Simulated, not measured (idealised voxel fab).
Name of the process module below: voxel tone inversion
Cross-section cut spans 150 nm and uses square cells 5 nm in size.
Square cells in a grid make up a cross-section in this document, and the grid is given as bands, listed from the top down, each one or more rows of cells.
Band: top and bottom heights (nm) first, top before bottom; then materials from left to right, widths in nm. "edge to edge" marks a sole material filling the band edge to edge. "air" denotes empty space.
Measure heights from 0. That's the level where, below it, the as-received wafer is all one material. The lowest band is bottomless and extends downward; write it as in "0 nm and below".
Per-row width for "30->40": begins at first number (top row of band), ends at second number (bottom row), increment between rows held constant.
Key: "identical to before" - step with no changed cell in the cross-section.
Listed in "Sealed internal voids": every empty space of 8 or more cells without an open way to the top. Form: width x height at distance, the distance being from the left edge, all in nm.
Formally, on a step line, whatever follows the settings is a remark that the simulator itself makes on the step.
overlay nm: on a step with a mask, how far right of its planned place the mask lay; negative means left.
Planned process steps
1,RECEIVE (material Si)
2,CONFORMAL_DEP (material SiN; thk nm 10)
3,DIRECTIONAL_DEP (material aC; thk nm 25)
4,PATTERN (tone cover; mask id POSTS; material resist; width nm 15; pitch nm 45; thk nm 30; overlay nm -5)
5,DIRECTIONAL_ETCH (etch materials aC; depth nm 25)
6,STRIP (etch materials resist)
7,FILL_DEP (material SiO2; thk nm 5)
8,CMP (height nm 35)
9,STRIP (etch materials aC)
10,CONFORMAL_DEP (material TiN; thk nm 5)
11,FILL_DEP (material W; thk nm 5)
12,CMP (height nm 35)
13,CONFORMAL_DEP (material SiCN; thk nm 5)
For clarity, it should be stated that the wafers under discussion commence in an identical condition and differ with respect to the overlay nm of step 4, the plan indicating the value that the first wafer had.
Cross-section of the first of several wafers as received (after step 1)
    0 nm and below | Si edge to edge
    Sealed internal voids: none
End-of-module cross-section, first of several wafers, after last step 13
    40 nm to 35 nm | SiCN edge to edge
    35 nm to 15 nm | 15 of SiO2; 5 of TiN; 5 of W; 5 of TiN; 30 of SiO2; 5 of TiN; 5 of W; 5 of TiN; 30 of SiO2; 5 of TiN; 5 of W; 5 of TiN; 30 of SiO2
    15 nm to 10 nm | 15 of SiO2; 15 of TiN; 30 of SiO2; 15 of TiN; 30 of SiO2; 15 of TiN; 30 of SiO2
    10 nm to 0 nm | SiN edge to edge
    0 nm and below | Si edge to edge
    Sealed internal voids: none
Module end, final wafer: cross-section
    40 nm to 35 nm | SiCN edge to edge
    35 nm to 15 nm | 30 of SiO2; 5 of TiN; 5 of W; 5 of TiN; 30 of SiO2; 5 of TiN; 5 of W; 5 of TiN; 30 of SiO2; 5 of TiN; 5 of W; 5 of TiN; 15 of SiO2
    15 nm to 10 nm | 30 of SiO2; 15 of TiN; 30 of SiO2; 15 of TiN; 30 of SiO2; 15 of TiN; 15 of SiO2
    10 nm to 0 nm | SiN edge to edge
    0 nm and below | Si edge to edge
    Sealed internal voids: none
wafer rows; end of module; cells per material since receipt: (+) gained, (-) lost; then closed voids
overlay nm -5, +30 SiCN, +60 SiN, +105 SiO2, +33 TiN, +12 W, Sealed internal voids: none
overlay nm 0, +30 SiCN, +60 SiN, +105 SiO2, +33 TiN, +12 W, Sealed internal voids: none
overlay nm 5, +30 SiCN, +60 SiN, +105 SiO2, +33 TiN, +12 W, Sealed internal voids: none
overlay nm 10, +30 SiCN, +60 SiN, +105 SiO2, +33 TiN, +12 W, Sealed internal voids: none
